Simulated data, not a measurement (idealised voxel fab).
The name of this process module is voxel released beams.
The width of the displayed cross-section, cut, is 160 nm; its cells are square, with a size of 5 nm.
Think of the cross-section as a grid of square cells. We describe it in bands, top to bottom, and each band covers one or more rows of those cells.
Per band: top height and bottom height in nm, followed by the left-to-right materials and their widths in nm; "everywhere" marks a single material spanning edge to edge, "air" marks empty space.
Height 0 is the level under which the wafer as received is all one material. The lowest band goes on downwards, as in "0..down".
With a width like "30->40", each row of cells in the band differs from the next by the same amount, the top row carrying the first number and the bottom row the second.
Key: "remained the same" - step with no changed cell in the cross-section.
The entry titled "Enclosed voids" provides the empty spaces that have no open way to the top, restricted to those of 8 cells or more. Each is presented as width x height at distance, the distance being measured from the left edge, with all three in nm.
The remark found on a step's line after its settings is issued by the simulator itself and pertains to that step.
overlay nm, on a step with a mask: how far to the right of its planned place the mask lay; to the left if negative

Process steps (planned)
| 1 | RECEIVE, material Si |
| 2 | CONFORMAL_DEP, material SiN, thk nm 5 |
| 3 | DIRECTIONAL_DEP, material SiO2, thk nm 10 |
| 4 | DIRECTIONAL_DEP, material aC, thk nm 10 |
| 5 | PATTERN, tone open, mask id ANCHOR, material resist, width nm 30, thk nm 30, overlay nm 0 |
| 6 | DIRECTIONAL_ETCH, etch materials aC, depth nm 10 |
| 7 | STRIP, etch materials resist |
| 8 | DIRECTIONAL_ETCH, etch materials SiO2, depth nm 10 |
| 9 | STRIP, etch materials aC |
| 10 | CONFORMAL_DEP, material polySi, thk nm 10 |
| 11 | PATTERN, tone cover, mask id BEAM, material resist, width nm 105, thk nm 15, overlay nm 0 |
| 12 | DIRECTIONAL_ETCH, etch materials polySi, depth nm 10 |
| 13 | STRIP, etch materials resist |
| 14 | STRIP, etch materials SiO2 |

first wafer, as planned

Step 1 complete: cross-section of the wafer as received
0..down: Si everywhere
Enclosed voids: none

Cross-section: wafer state after step 2
5..0: SiN everywhere
Beneath the level 0, the cross-section is identical to its previous state.

Cross-section: wafer state after step 3
15..5: SiO2 everywhere
Beneath the level 5, the cross-section is identical to its previous state.

Cross-section: wafer state after step 4
25..15: aC everywhere
Beneath the level 15, the cross-section is identical to its previous state.

Cross-section: wafer state after step 5
55..25: resist=30  air=30  resist=100
Beneath the level 25, the cross-section is identical to its previous state.

Cross-section: wafer state after step 6
45..25: resist=30  air=30  resist=100
25..15: aC=30  air=30  aC=100
Beneath the level 15, the cross-section is identical to its previous state.

Cross-section: wafer state after step 7
25..15: aC=30  air=30  aC=100
Beneath the level 15, the cross-section is identical to its previous state.

Cross-section: wafer state after step 8
25..15: aC=30  air=30  aC=100
15..5: SiO2=30  air=30  SiO2=100
Beneath the level 5, the cross-section is identical to its previous state.

Cross-section: wafer state after step 9
15..5: SiO2=30  air=30  SiO2=100
Beneath the level 5, the cross-section is identical to its previous state.

Cross-section: wafer state after step 10
25..15: polySi=40  air=10  polySi=110
15..5: SiO2=30  polySi=30  SiO2=100
Beneath the level 5, the cross-section is identical to its previous state.

Cross-section: wafer state after step 11
40..25: air=25  resist=105  air=30
25..15: polySi=40  resist=10  polySi=110
Beneath the level 15, the cross-section is identical to its previous state.

Cross-section: wafer state after step 12
40..25: air=25  resist=105  air=30
25..15: air=25  polySi=15  resist=10  polySi=80  air=30
Beneath the level 15, the cross-section is identical to its previous state.

Cross-section: wafer state after step 13
25..15: air=25  polySi=15  air=10  polySi=80  air=30
Beneath the level 15, the cross-section is identical to its previous state.

Cross-section: wafer state after step 14
25..15: air=25  polySi=15  air=10  polySi=80  air=30
15..5: air=30  polySi=30  air=100
Beneath the level 5, the cross-section is identical to its previous state.

Wafer two of two - same starting point, same process plan, one mistake in execution; matches wafer one up to and including step 10

Cross-section, second wafer, at the end time the plan gives for step 11
40..25: air=25  resist=110  air=25
25..15: polySi=40  resist=10  polySi=110
Beneath the level 15, the cross-section is identical to its previous state.

Cross-section, second wafer, at the end time the plan gives for step 12
40..25: air=25  resist=110  air=25
25..15: air=25  polySi=15  resist=10  polySi=85  air=25
Beneath the level 15, the cross-section is identical to its previous state.

Cross-section, second wafer, at the end time the plan gives for step 13
25..15: air=25  polySi=15  air=10  polySi=85  air=25
Beneath the level 15, the cross-section is identical to its previous state.

Cross-section, second wafer, at the end time the plan gives for step 14
25..15: air=25  polySi=15  air=10  polySi=85  air=25
15..5: air=30  polySi=30  air=100
Beneath the level 5, the cross-section is identical to its previous state.
What was the processing mistake? off-plan run, step 11, actual operation and settings PATTERN, tone cover, mask id BEAM, material resist, width nm 110, thk nm 15, overlay nm 0
Heads up, by the end the second wafer has more or fewer cells of some materials compared to the first: 2 more of polySi
